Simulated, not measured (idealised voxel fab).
Module name: voxel plated lines (process module)
Square cell edge 5 nm, section width 255 nm, ID cut.
Bands, listed from the top down, are how a cross-section gets written in this document; the cross-section itself is a grid of square cells, and a band is one or more rows of them. Heights first: top, then bottom, in nm. Then materials, left to right, each with a width in nm. "all across" on a single material: fills the band edge to edge. "blank": empty space. Height is counted from the level 0, under which the received wafer is composed throughout of one material. The lowest of the bands is not closed at the bottom but continues downward, in the notation "top 0, no bottom". The two numbers in a width such as "30 to 40" mark its ends across the band: the first belongs to the top row of cells, the second to the bottom row, and from each row to the next the width moves by the same amount. Step note "no alterations made" = no cross-section cell changed. What "Voids, enclosed" gives you is every empty space of 8 cells or more that is cut off from the top. Each appears as width x height at distance, with the distance taken from the left edge and width, height and distance all in nm. On each step's line, the part that comes after the settings is the simulator's own comment on the step. overlay nm: step with mask; distance mask lay right of planned place; negative value = left of planned place.
The steps planned for the process are as follows
| 1 | RECEIVE (material Si) |
| 2 | CONFORMAL_DEP (material Al2O3; thk nm 15) |
| 3 | DIRECTIONAL_DEP (material TiN; thk nm 5) |
| 4 | PATTERN (tone open; mask id LINES; material resist; width nm 15; pitch nm 40; thk nm 30; overlay nm 0) |
| 5 | EPI (material Ru; thk nm 10) |
| 6 | EPI (material Ru; thk nm 5) |
| 7 | STRIP (etch materials resist) |
| 8 | DIRECTIONAL_ETCH (etch materials TiN; depth nm 5) |
| 9 | CONFORMAL_DEP (material SiO2; thk nm 5) |
Cross-sectional view of the wafer in its as-received condition, corresponding to the state after step 1
top 0, no bottom | Si all across
Voids, enclosed: none
The first of the two wafers as seen in cross-section once the module was finished; processing followed the plan
top 40, bottom 35 | blank 95 / SiO2 25 / blank 15 / SiO2 25 / blank 95
top 35, bottom 20 | blank 95 / SiO2 5 / Ru 15 / SiO2 5 / blank 15 / SiO2 5 / Ru 15 / SiO2 5 / blank 95
top 20, bottom 15 | SiO2 100 / TiN 15 / SiO2 25 / TiN 15 / SiO2 100
top 15, bottom 0 | Al2O3 all across
top 0, no bottom | Si all across
Voids, enclosed: none
Wafer two, sectioned after the module: the first wafer's start, the first wafer's plan, and one mistake in how it was run
top 40, bottom 35 | blank 90 / SiO2 35 / blank 5 / SiO2 35 / blank 90
top 35, bottom 30 | blank 90 / SiO2 5 / Ru 25 / SiO2 5 / blank 5 / SiO2 5 / Ru 25 / SiO2 5 / blank 90
top 30, bottom 25 | SiO2 95 / Ru 25 / SiO2 15 / Ru 25 / SiO2 95
top 25, bottom 20 | Ru all across
top 20, bottom 15 | TiN all across
top 15, bottom 0 | Al2O3 all across
top 0, no bottom | Si all across
Voids, enclosed: none
Run error: steps 6 and 7 were swapped
Once processing is complete, comparing cell counts shows that the second wafer has more or fewer of certain materials than the first: Ru +53; SiO2 -8; TiN +45
